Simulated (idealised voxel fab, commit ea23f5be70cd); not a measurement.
Title: Process Module voxel tone inversion
The cross-section shown here is cut; it is 245 nm wide and divided into square cells measuring 5 nm on a side.
We lay out every cross-section as a grid of square cells and spell it out in bands from the top down, where one band means one or more rows of cells. A band entry consists of two parts. The first gives the height of the band's top and the height of its bottom, in nm. The rest lists the band's materials from left to right, each with its width in nm. A single material labelled with the word "full width" fills the band from edge to edge, and the word "air" marks empty space. Ref level 0: as-received wafer is one material below here. Bottom band extends down with no lower bound ("0 nm and below"). It should be noted that a width expressed as "30->40" varies in equal increments from row to row of cells within the band, taking the value of the first number at the top row and that of the second number at the bottom row. What does "no change occurred" mean for a step? It means no cell of the cross-section changed in that step. closed voids: empty space of 8 cells or more with no open way to the top, each as width x height at its distance from the left edge, in nm. Past the settings on a step's line: simulator remark, on that step. The setting "overlay nm" may be written on the line of a step. When the step uses a mask, the value reports how far to the right of the planned place the mask lay, and a negative value reports that it lay to the left.

**Process steps foreseen in the plan**
step 1: op RECEIVE | material Si
step 2: op CONFORMAL_DEP | material SiCN | thk nm 5
step 3: op DIRECTIONAL_DEP | material polySi | thk nm 15
step 4: op PATTERN | tone cover | mask id POSTS | material resist | width nm 15 | pitch nm 45 | thk nm 20 | overlay nm 0
step 5: op DIRECTIONAL_ETCH | etch materials polySi | depth nm 15
step 6: op STRIP | etch materials resist
step 7: op FILL_DEP | material lowk | thk nm 5
step 8: op CMP | height nm 20
step 9: op STRIP | etch materials polySi
Wafers differ in width nm at step 4; plan lists the first wafer's value; identical starting state.

**As received, i.e. after step 1: cross-section through the first of several wafers**
* 0 nm and below: Si full width
* closed voids: none

**wafer rows; end of module; cells per material since receipt: (+) gained, (-) lost; then closed voids**
width nm 15 | +49 SiCN | +111 lowk | closed voids: none
width nm 20 | +49 SiCN | +99 lowk | closed voids: none
width nm 25 | +49 SiCN | +87 lowk | closed voids: none
width nm 30 | +49 SiCN | +75 lowk | closed voids: none
